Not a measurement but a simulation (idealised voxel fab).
Name of the process module below: voxel transistor to metal
Displayed cross-section: cut, width of 280 nm, square cells sized 5 nm.
If you're reading a cross-section in this doc, picture square cells in a grid; it comes to you as bands, top ones listed first down to the bottom, and a band can be one or more rows of cells. Each band's line starts with the height of the band's top and of its bottom, in nm. Then come its materials from left to right, each with its width in nm. One material with "all across" fills the band from edge to edge. "empty" is empty space. Convention: height 0 is the level below which the wafer, as received, is all one material. The lowest band does not terminate at the bottom but continues downward, represented as "0 nm and below". Width: "30..40" (first number = top row, second number = bottom row, same change from row to row of cells). Given "remained the same" for a step, no cell of the cross-section differs between before and after that step. Empty spaces counting at least 8 cells and having no open way to the top are listed in "Fully sealed voids". The notation width x height at distance is used for each, the distance being from the left edge and all three values in nm. Read whatever lies past the settings on a step's line as the simulator's own remark about the step. overlay nm, on a step with a mask: how far to the right of its planned place the mask lay; to the left if negative.
Process steps foreseen in the plan:
1: RECEIVE [material Si]
2: OXIDIZE [depth nm 5]
3: CONFORMAL_DEP [material SiN] [thk nm 10]
4: PATTERN [tone cover] [mask id ACTIVE] [material resist] [width nm 110] [pitch nm 130] [thk nm 15] [overlay nm 0]
5: DIRECTIONAL_ETCH [etch materials SiN] [depth nm 10]
6: DIRECTIONAL_ETCH [etch materials SiO2] [depth nm 5]
7: DIRECTIONAL_ETCH [etch materials Si] [depth nm 35]
8: STRIP [etch materials resist]
9: FILL_DEP [material SiO2] [thk nm 10]
10: CMP [height nm 10]
11: SELECTIVE_ETCH [etch materials SiO2] [depth nm 10]
12: STRIP [etch materials SiN]
13: SELECTIVE_ETCH [etch materials SiO2] [depth nm 5]
14: OXIDIZE [depth nm 5]
15: DIRECTIONAL_DEP [material polySi] [thk nm 25]
16: DIRECTIONAL_DEP [material SiCN] [thk nm 15]
17: MASKED_ETCH [tone cover] [mask id GATE] [width nm 30] [pitch nm 130] [etch materials SiCN] [depth nm 25] [overlay nm 0]
18: MASKED_ETCH [tone cover] [mask id GATE] [width nm 30] [pitch nm 130] [etch materials polySi] [depth nm 35] [overlay nm 0]
19: CONFORMAL_DEP [material SiN] [thk nm 10]
20: DIRECTIONAL_ETCH [etch materials SiN] [depth nm 10]
21: DIRECTIONAL_ETCH [etch materials SiO2] [depth nm 5]
22: DIRECTIONAL_ETCH [etch materials Si] [depth nm 5]
23: EPI [material nSi] [thk nm 5]
24: FILL_DEP [material SiO2] [thk nm 5]
25: CMP [height nm 20]
26: STRIP [etch materials polySi]
27: SELECTIVE_ETCH [etch materials SiO2] [depth nm 5]
28: CONFORMAL_DEP [material HfO2] [thk nm 5]
29: CONFORMAL_DEP [material TiN] [thk nm 5]
30: FILL_DEP [material W] [thk nm 5]
31: CMP [height nm 15]
32: DIRECTIONAL_DEP [material SiO2] [thk nm 10]
33: PATTERN [tone open] [mask id CONTACT] [material resist] [width nm 15] [thk nm 15] [overlay nm 0]
34: DIRECTIONAL_ETCH [etch materials SiO2] [depth nm 35]
35: STRIP [etch materials resist]
36: CONFORMAL_DEP [material TiN] [thk nm 5]
37: FILL_DEP [material W] [thk nm 10]
38: CMP [height nm 25]
39: CONFORMAL_DEP [material SiCN] [thk nm 5]
40: DIRECTIONAL_DEP [material lowk] [thk nm 25]
41: PATTERN [tone open] [mask id METAL_1] [material resist] [width nm 15] [thk nm 15] [overlay nm 0]
42: DIRECTIONAL_ETCH [etch materials lowk] [depth nm 25]
43: DIRECTIONAL_ETCH [etch materials SiCN] [depth nm 5]
44: STRIP [etch materials resist]
45: CONFORMAL_DEP [material TiN] [thk nm 5]
46: FILL_DEP [material Ru] [thk nm 5]
47: CMP [height nm 55]
48: CONFORMAL_DEP [material SiCN] [thk nm 5]
The cross-section here shows the wafer as received, i.e. in its state after step 1:
> 0 nm and below | Si all across
> Fully sealed voids: none
Starting structure and process plan are as shown above, but one mistake was made in running the module; the wafer cross-section at the end of the module follows:
> 60 nm to 55 nm | SiCN all across
> 55 nm to 30 nm | lowk 30 nm / TiN 5 nm / Ru 5 nm / TiN 5 nm / lowk 60 nm / TiN 5 nm / Ru 5 nm / TiN 5 nm / lowk 40 nm / TiN 5 nm / Ru 5 nm / TiN 5 nm / lowk 60 nm / TiN 5 nm / Ru 5 nm / TiN 5 nm / lowk 30 nm
> 30 nm to 25 nm | SiCN 30 nm / TiN 15 nm / SiCN 60 nm / TiN 15 nm / SiCN 40 nm / TiN 15 nm / SiCN 60 nm / TiN 15 nm / SiCN 30 nm
> 25 nm to 20 nm | W 25 nm / TiN 5 nm / SiO2 15 nm / TiN 5 nm / W 50 nm / TiN 5 nm / SiO2 15 nm / TiN 5 nm / W 30 nm / TiN 5 nm / SiO2 15 nm / TiN 5 nm / W 50 nm / TiN 5 nm / SiO2 15 nm / TiN 5 nm / W 25 nm
> 20 nm to 15 nm | W 25 nm / TiN 5 nm / SiO2 15 nm / TiN 60 nm / SiO2 15 nm / TiN 5 nm / W 30 nm / TiN 5 nm / SiO2 15 nm / TiN 60 nm / SiO2 15 nm / TiN 5 nm / W 25 nm
> 15 nm to 0 nm | W 25 nm / TiN 5 nm / SiO2 15 nm / TiN 5 nm / SiN 10 nm / HfO2 5 nm / TiN 5 nm / W 10 nm / TiN 5 nm / HfO2 5 nm / SiN 10 nm / TiN 5 nm / SiO2 15 nm / TiN 5 nm / W 30 nm / TiN 5 nm / SiO2 15 nm / TiN 5 nm / SiN 10 nm / HfO2 5 nm / TiN 5 nm / W 10 nm / TiN 5 nm / HfO2 5 nm / SiN 10 nm / TiN 5 nm / SiO2 15 nm / TiN 5 nm / W 25 nm
> 0 nm to -5 nm | W 25 nm / TiN 5 nm / SiO2 15 nm / TiN 5 nm / SiN 10 nm / HfO2 5 nm / TiN 20 nm / HfO2 5 nm / SiN 10 nm / TiN 5 nm / SiO2 15 nm / TiN 5 nm / W 30 nm / TiN 5 nm / SiO2 15 nm / TiN 5 nm / SiN 10 nm / HfO2 5 nm / TiN 20 nm / HfO2 5 nm / SiN 10 nm / TiN 5 nm / SiO2 15 nm / TiN 5 nm / W 25 nm
> -5 nm to -10 nm | TiN 30 nm / SiO2 15 nm / nSi 5 nm / SiO2 5 nm / HfO2 40 nm / SiO2 5 nm / nSi 5 nm / SiO2 15 nm / TiN 40 nm / SiO2 15 nm / nSi 5 nm / SiO2 5 nm / HfO2 40 nm / SiO2 5 nm / nSi 5 nm / SiO2 15 nm / TiN 30 nm
> -10 nm to -15 nm | SiO2 20 nm / nSi 30 nm / Si 50 nm / nSi 30 nm / SiO2 20 nm / nSi 30 nm / Si 50 nm / nSi 30 nm / SiO2 20 nm
> -15 nm to -40 nm | SiO2 20 nm / Si 110 nm / SiO2 20 nm / Si 110 nm / SiO2 20 nm
> -40 nm and below | Si all across
> Fully sealed voids: none
In executing the process, a mistake was made relative to the plan: step 33 changed vs plan, executed as PATTERN [tone cover] [mask id CONTACT] [material resist] [width nm 15] [thk nm 15] [overlay nm 0]
